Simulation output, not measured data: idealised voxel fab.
Documented hereafter: the process module known as voxel self aligned vias.
The width of the displayed cross-section, cut, is 175 nm; its cells are square, with a size of 5 nm.
Cross-sections here: square-cell grids, written as top-down lists of bands, a band being one or more rows of cells. Basically the band line says how high the top is and how high the bottom is, in nm, and then what's in it from left to right, every material with its width in nm. Empty space shows up as "empty", and if a single material carries "edge to edge" it runs the full band edge to edge. The reference from which all heights are counted is 0, the level beneath which the as-received wafer is entirely one material; the lowest band, having no lower bound, proceeds downward and is written after the example "z 0 and below". Read "30..40" as a graded width: first number on top, second number at the bottom, same change between each pair of neighbouring rows. "nothing altered", as given for a step, is the statement that not any cell of the cross-section underwent a change during that step. "Unvented internal voids" means: voids of 8 cells or more that are shut off from the top with no open way through. Written width x height at distance, distance from the left edge, in nm. If you see something after the settings on a step's line, that's the simulator's own remark about that step. "overlay nm" denotes, for a step that has a mask, the displacement of the mask to the right of its planned place, with negative values corresponding to the left.

Steps planned for the process
1) RECEIVE: material Si
2) CONFORMAL_DEP: material SiO2, thk nm 15
3) CONFORMAL_DEP: material SiCN, thk nm 5
4) DIRECTIONAL_DEP: material lowk, thk nm 20
5) MASKED_ETCH: tone open, mask id LINES, width nm 30, pitch nm 70, etch materials lowk, depth nm 20, overlay nm 0
6) CONFORMAL_DEP: material TiN, thk nm 5
7) FILL_DEP: material Ru, thk nm 10
8) CMP: height nm 40
9) SELECTIVE_ETCH: etch materials W Ru TiN, depth nm 5
10) FILL_DEP: material SiN, thk nm 10
11) CMP: height nm 40
12) DIRECTIONAL_DEP: material lowk, thk nm 20
13) DIRECTIONAL_DEP: material aC, thk nm 15
14) PATTERN: tone open, mask id VIAS, material resist, width nm 40, pitch nm 70, thk nm 30, overlay nm 0
15) DIRECTIONAL_ETCH: etch materials aC, depth nm 15
16) STRIP: etch materials resist
17) DIRECTIONAL_ETCH: etch materials lowk, depth nm 20
18) DIRECTIONAL_ETCH: etch materials SiN, depth nm 5
19) STRIP: etch materials aC
20) CONFORMAL_DEP: material TiN, thk nm 5
21) FILL_DEP: material Ru, thk nm 10
22) CMP: height nm 60
23) CONFORMAL_DEP: material SiCN, thk nm 5

Shown in cross-section is the wafer as received, that is, as it stands after step 1
	z 0 and below  Si edge to edge
	Unvented internal voids: none

Cross-sectional view of the first of the two wafers upon completion of the module, processed in accordance with the plan
	z 65 to 60  SiCN edge to edge
	z 60 to 45  lowk: 30; TiN: 5; Ru: 30; TiN: 5; lowk: 30; TiN: 5; Ru: 30; TiN: 5; lowk: 35
	z 45 to 40  lowk: 30; TiN: 10; Ru: 20; TiN: 10; lowk: 30; TiN: 10; Ru: 20; TiN: 10; lowk: 35
	z 40 to 35  lowk: 35; TiN: 30; lowk: 40; TiN: 30; lowk: 40
	z 35 to 25  lowk: 35; TiN: 5; Ru: 20; TiN: 5; lowk: 40; TiN: 5; Ru: 20; TiN: 5; lowk: 40
	z 25 to 20  lowk: 35; TiN: 30; lowk: 40; TiN: 30; lowk: 40
	z 20 to 15  SiCN edge to edge
	z 15 to 0  SiO2 edge to edge
	z 0 and below  Si edge to edge
	Unvented internal voids: none

Cross-section, wafer two of two, end of module: same start and plan as wafer one, one error in execution
	z 65 to 60  SiCN edge to edge
	z 60 to 45  lowk: 20; TiN: 5; Ru: 30; TiN: 5; lowk: 30; TiN: 5; Ru: 30; TiN: 5; lowk: 45
	z 45 to 40  lowk: 20; TiN: 20; Ru: 15; TiN: 5; lowk: 30; TiN: 20; Ru: 15; TiN: 5; lowk: 45
	z 40 to 35  lowk: 35; TiN: 25; SiN: 5; lowk: 40; TiN: 25; SiN: 5; lowk: 40
	z 35 to 25  lowk: 35; TiN: 5; Ru: 20; TiN: 5; lowk: 40; TiN: 5; Ru: 20; TiN: 5; lowk: 40
	z 25 to 20  lowk: 35; TiN: 30; lowk: 40; TiN: 30; lowk: 40
	z 20 to 15  SiCN edge to edge
	z 15 to 0  SiO2 edge to edge
	z 0 and below  Si edge to edge
	Unvented internal voids: none
What broke from the plan during processing? not per plan at step 14, really ran PATTERN: tone open, mask id VIAS, material resist, width nm 40, pitch nm 70, thk nm 30, overlay nm -10
The second wafer ends with more or fewer cells of some materials than the first, per final count: -2 Ru | +2 SiN
